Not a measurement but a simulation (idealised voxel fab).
process module | voxel released beams
cross-section cut | 280 nm wide | cells 5 nm
A cross-section is a grid of square cells, given in bands from the top down. A band is one or more rows of cells.
Each band's line starts with the height of the band's top and of its bottom, in nm. Then come its materials from left to right, each with its width in nm. One material with "throughout" fills the band from edge to edge. "air" is empty space.
Height 0 is the level under which the wafer as received is all one material. The lowest band goes on downwards, as in "0 down".
A width such as "30 to 40" changes by the same amount from each row of cells to the next, from the band's top row to its bottom row.
"no change" after a step means that no cell of the cross-section changed.
closed voids: empty space of 8 cells or more with no open way to the top, each as width x height at its distance from the left edge, in nm
after a step's settings: what the simulator itself notes on the step
overlay nm, on a step with a mask: how far to the right of its planned place the mask lay; to the left if negative
plan
1 op RECEIVE | material Si
2 op CONFORMAL_DEP | material SiN | thk nm 10
3 op DIRECTIONAL_DEP | material SiO2 | thk nm 15
4 op MASKED_ETCH | tone open | mask id ANCHOR | width nm 40 | etch materials SiO2 | depth nm 15 | overlay nm 0
5 op CONFORMAL_DEP | material W | thk nm 15
6 op DIRECTIONAL_DEP | material aC | thk nm 10
7 op PATTERN | tone cover | mask id BEAM | material resist | width nm 120 | thk nm 25 | overlay nm 0
8 op DIRECTIONAL_ETCH | etch materials aC | depth nm 10
9 op STRIP | etch materials resist
10 op DIRECTIONAL_ETCH | etch materials W | depth nm 15
11 op STRIP | etch materials aC
12 op STRIP | etch materials SiO2
first wafer, as planned
as received, after step 1
  0 down: Si throughout
  closed voids: none
after step 2
  10 to 0: SiN throughout
  below 0: unchanged
after step 3
  25 to 10: SiO2 throughout
  below 10: unchanged
after step 4
  25 to 10: SiO2 80 | air 40 | SiO2 160
  below 10: unchanged
after step 5
  40 to 25: W 95 | air 10 | W 175
  25 to 10: SiO2 80 | W 40 | SiO2 160
  below 10: unchanged
after step 6
  50 to 40: aC 95 | air 10 | aC 175
  40 to 35: W 95 | air 10 | W 175
  35 to 25: W 95 | aC 10 | W 175
  below 25: unchanged
after step 7
  75 to 50: air 75 | resist 120 | air 85
  50 to 40: aC 95 | resist 10 | aC 175
  40 to 35: W 95 | resist 10 | W 175
  below 35: unchanged
after step 8
  65 to 50: air 75 | resist 120 | air 85
  50 to 40: air 75 | aC 20 | resist 10 | aC 90 | air 85
  below 40: unchanged
after step 9
  50 to 40: air 75 | aC 20 | air 10 | aC 90 | air 85
  40 to 35: W 95 | air 10 | W 175
  below 35: unchanged
after step 10
  50 to 40: air 75 | aC 20 | air 10 | aC 90 | air 85
  40 to 35: air 75 | W 20 | air 10 | W 90 | air 85
  35 to 25: air 75 | W 20 | aC 10 | W 90 | air 85
  below 25: unchanged
after step 11
  40 to 25: air 75 | W 20 | air 10 | W 90 | air 85
  below 25: unchanged
after step 12
  40 to 25: air 75 | W 20 | air 10 | W 90 | air 85
  25 to 10: air 80 | W 40 | air 160
  below 10: unchanged
second wafer: like start, like plan, one mistake. Through step 4 it matches the first wafer
when step 5 should have ended
  50 to 25: W throughout
  25 to 10: SiO2 80 | W 40 | SiO2 160
  below 10: unchanged
when step 6 should have ended
  60 to 50: aC throughout
  below 50: unchanged
when step 7 should have ended
  85 to 60: air 75 | resist 120 | air 85
  below 60: unchanged
when step 8 should have ended
  75 to 60: air 75 | resist 120 | air 85
  60 to 50: air 75 | aC 120 | air 85
  below 50: unchanged
when step 9 should have ended
  60 to 50: air 75 | aC 120 | air 85
  below 50: unchanged
when step 10 should have ended
  60 to 50: air 75 | aC 120 | air 85
  50 to 35: air 75 | W 120 | air 85
  below 35: unchanged
when step 11 should have ended
  50 to 35: air 75 | W 120 | air 85
  below 35: unchanged
when step 12 should have ended: no change
what went wrong: step 5 ran as: op CONFORMAL_DEP | material W | thk nm 25
at the end the second wafer has, in cells: 144 more of SiO2 | 118 more of W
